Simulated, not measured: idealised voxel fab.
Process module under the name voxel local oxidation
Each square cell in cross-section cut measures 5 nm, and the section as a whole is 265 nm wide.
In what follows, cross-sections appear as grids of square cells, described through bands that run from the top down, where every band is one or more rows of cells. A band entry consists of two parts. The first gives the height of the band's top and the height of its bottom, in nm. The rest lists the band's materials from left to right, each with its width in nm. A single material labelled with the word "all across" fills the band from edge to edge, and the word "empty" marks empty space. Note: height 0 marks the level under which the wafer is uniformly one material as received. Lowest band unbounded below, written "0 down". Width "30 to 40": first value at the band's top row of cells, second value at its bottom row, equal change from row to row. Given "nothing got changed" for a step, no cell of the cross-section differs between before and after that step. Closed empty spaces (no open way to the top) of 8 cells or more are what "Tabulated closed voids" lists, each as width x height at distance from the left edge, nm for all three. Whatever follows a step's settings on its line is a remark the simulator itself makes about that step. Regarding "overlay nm": on a step with a mask, it is the distance the mask lay to the right of its planned place; a negative value places it to the left.

Steps planned for the process
step 1: RECEIVE: material Si
step 2: OXIDIZE: depth nm 5
step 3: CONFORMAL_DEP: material SiN, thk nm 10
step 4: MASKED_ETCH: tone cover, mask id ACTIVE, width nm 130, etch materials SiN, depth nm 10, overlay nm 0
step 5: SELECTIVE_ETCH: etch materials SiO2, depth nm 5
step 6: OXIDIZE: depth nm 15
step 7: STRIP: etch materials SiN

What follows covers the first of two wafers; it ran as planned

Cross-sectional view of the wafer in its as-received condition, corresponding to the state after step 1
    0 down: Si all across
    Tabulated closed voids: none

Wafer section view after processing step 2
    0 to -5: SiO2 all across
    Whatever lies below -5 is exactly as it was before.

Wafer section view after processing step 3
    10 to 0: SiN all across
    Whatever lies below 0 is exactly as it was before.

Wafer section view after processing step 4
    10 to 0: 65 nm empty  130 nm SiN  70 nm empty
    Whatever lies below 0 is exactly as it was before.

Wafer section view after processing step 5
    10 to 0: 65 nm empty  130 nm SiN  70 nm empty
    0 to -5: 70 nm empty  120 nm SiO2  75 nm empty
    Whatever lies below -5 is exactly as it was before.

Wafer section view after processing step 6
    10 to 0: 65 nm empty  130 nm SiN  70 nm empty
    0 to -5: 70 nm empty  120 nm SiO2  75 nm empty
    -5 to -20: 85 nm SiO2  90 nm Si  90 nm SiO2
    Whatever lies below -20 is exactly as it was before.

Wafer section view after processing step 7
    0 to -5: 70 nm empty  120 nm SiO2  75 nm empty
    Whatever lies below -5 is exactly as it was before.

Wafer two of the pair: same origin, same plan, one error during the run; identical to wafer one up to and including step 5

Cross-section of the second wafer corresponding to the planned conclusion of step 6
    10 to 0: 65 nm empty  130 nm SiN  70 nm empty
    0 to -5: 70 nm empty  120 nm SiO2  75 nm empty
    -5 to -20: 85 nm SiO2  90 nm Si  90 nm SiO2
    Whatever lies below -20 is exactly as it was before.

Cross-section of the second wafer corresponding to the planned conclusion of step 7
    0 to -5: 70 nm empty  120 nm SiO2  75 nm empty
    Whatever lies below -5 is exactly as it was before.
Diagnosis: step 6 of the plan was twice carried out
The two wafers finish with the same cross-section, and therefore the mistake leaves the computed outcome of this model unchanged.
